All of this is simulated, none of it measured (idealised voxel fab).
Name of the process module below: voxel spacer lines
The cross-section on display is named cut; it measures 175 nm wide, and its cells are 5 nm squares.
Heads up, the way a cross-section reads in here is a grid of square cells, handed over as bands from the top down, with every band being one or more rows of cells.
Within each band entry, the heights of the top and of the bottom of the band appear first, in that order and in nm; the materials of the band then follow from left to right, each with its corresponding width in nm. The designation "edge to edge" on a single material indicates that it fills the band from edge to edge; the designation "empty" indicates empty space.
Heights are reckoned from 0. Under this level, the received wafer is all of one material. The bottommost band is open-ended downward, for example "top 0, no bottom".
Top row gets the first number, bottom row gets the second, and each row in between changes by the same step: that is how a band width like "30..40" works.
Where a step carries "same as before", the cross-section came out of it unchanged, cell for cell.
If an empty space has no open way to the top and is at least 8 cells in size, "Entrapped voids" lists it, written width x height at distance, where distance is measured from the left edge and every value is in nm.
Heads up: the bit after the settings on a step's line is the simulator's remark on that step.
If you see "overlay nm" on a step's line and that step has a mask, it's telling you how far right of where it was planned the mask ended up; a negative number means it went left instead.

-- This section lists the process steps that were planned
1) RECEIVE,material Si
2) CONFORMAL_DEP,material Al2O3,thk nm 10
3) DIRECTIONAL_DEP,material TiN,thk nm 15
4) DIRECTIONAL_DEP,material polySi,thk nm 25
5) PATTERN,tone cover,mask id MANDREL,material resist,width nm 25,pitch nm 70,thk nm 30,overlay nm 0
6) DIRECTIONAL_ETCH,etch materials polySi,depth nm 25
7) STRIP,etch materials resist
8) CONFORMAL_DEP,material SiN,thk nm 10
9) DIRECTIONAL_ETCH,etch materials SiN,depth nm 10
10) STRIP,etch materials polySi
11) DIRECTIONAL_ETCH,etch materials TiN,depth nm 15
12) STRIP,etch materials SiN

-- Incoming wafer, cross-sectional view, post step 1
  top 0, no bottom = Si edge to edge
  Entrapped voids: none

-- Module complete - cross-section of the first of two wafers, run according to plan
  top 25, bottom 10 = 30 empty; 10 TiN; 25 empty; 10 TiN; 25 empty; 10 TiN; 25 empty; 10 TiN; 30 empty
  top 10, bottom 0 = Al2O3 edge to edge
  top 0, no bottom = Si edge to edge
  Entrapped voids: none

-- Presented here is a cross-section of the second of the two wafers as it stood at the end of the module. It was started in the same manner and assigned the same plan as the first wafer; however, one mistake was made in its execution
  top 25, bottom 10 = 35 empty; 10 TiN; 20 empty; 10 TiN; 30 empty; 10 TiN; 20 empty; 10 TiN; 30 empty
  top 10, bottom 0 = Al2O3 edge to edge
  top 0, no bottom = Si edge to edge
  Entrapped voids: none
So what did we get wrong on this run? note that step 5 departed from the planned setting and was carried out as PATTERN,tone cover,mask id MANDREL,material resist,width nm 20,pitch nm 70,thk nm 30,overlay nm 0
So at the finish, the second wafer's got exactly as many cells of each material as the first, just not in the same spots.
